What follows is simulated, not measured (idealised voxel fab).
The process module that follows is named voxel air gaps.
Square cells of 5 nm make up the cross-section cut, whose width is 200 nm.
When this document writes out a cross-section, it uses a grid of square cells and lists it as bands, beginning at the top and moving down, with a band standing for one or more rows of cells. Heads up on the band format: heights come first, top then bottom, in nm. After that it's the materials left to right, each with its width in nm. A single material flagged "everywhere" fills the whole band edge to edge, and "air" means there's empty space there. Below 0: as-received wafer, all one material; heights counted from there. Lowest band: no bottom, goes on down, written "0..down". The two numbers in a width such as "30->40" mark its ends across the band: the first belongs to the top row of cells, the second to the bottom row, and from each row to the next the width moves by the same amount. Step marked "everything unchanged"? Then no cell in the cross-section changed in it. Empty spaces counting at least 8 cells and having no open way to the top are listed in "Unvented cavities". The notation width x height at distance is used for each, the distance being from the left edge and all three values in nm. On each step's line, the part that comes after the settings is the simulator's own comment on the step. overlay nm: for a step with a mask, the amount by which the mask lay right of where it was planned; a negative amount means left of it.

PROCESS STEPS (PLANNED)
- 1: RECEIVE, material Si
- 2: CONFORMAL_DEP, material SiO2, thk nm 15
- 3: CONFORMAL_DEP, material SiCN, thk nm 5
- 4: DIRECTIONAL_DEP, material lowk, thk nm 30
- 5: PATTERN, tone open, mask id LINES, material resist, width nm 15, pitch nm 45, thk nm 20, overlay nm 0
- 6: DIRECTIONAL_ETCH, etch materials lowk, depth nm 30
- 7: STRIP, etch materials resist
- 8: CONFORMAL_DEP, material TiN, thk nm 5
- 9: FILL_DEP, material Ru, thk nm 5
- 10: CMP, height nm 50
- 11: EPI, material Ru, thk nm 10
- 12: SELECTIVE_ETCH, etch materials lowk, depth nm 40
- 13: CONFORMAL_DEP, material SiCN, thk nm 5
For this document, wafers share an identical start and vary in the step 5 width nm; the plan quotes the first wafer's value.

THIS IS HOW THE FIRST OF SEVERAL WAFERS LOOKED IN CROSS-SECTION WHEN IT ARRIVED, WHICH IS AFTER STEP 1
  0..down | Si everywhere
  Unvented cavities: none

HEADS UP, THIS TABLE GOES WAFER BY WAFER. A ROW TELLS YOU, AT THE END OF THE MODULE, HOW MANY CELLS OF EACH MATERIAL THAT WAFER HAS PUT ON (+) OR DROPPED (-) SINCE IT WAS RECEIVED, AND THEN ITS CLOSED VOIDS
width nm 15; +57 Ru; +152 SiCN; +120 SiO2; +39 TiN; Unvented cavities: 20 x 20 at 70; 20 x 20 at 115
width nm 20; +78 Ru; +144 SiCN; +120 SiO2; +42 TiN; Unvented cavities: 15 x 20 at 70; 15 x 20 at 115
width nm 25; +99 Ru; +104 SiCN; +120 SiO2; +45 TiN; +48 lowk; Unvented cavities: none
width nm 30; +116 Ru; +104 SiCN; +120 SiO2; +48 TiN; +36 lowk; Unvented cavities: none
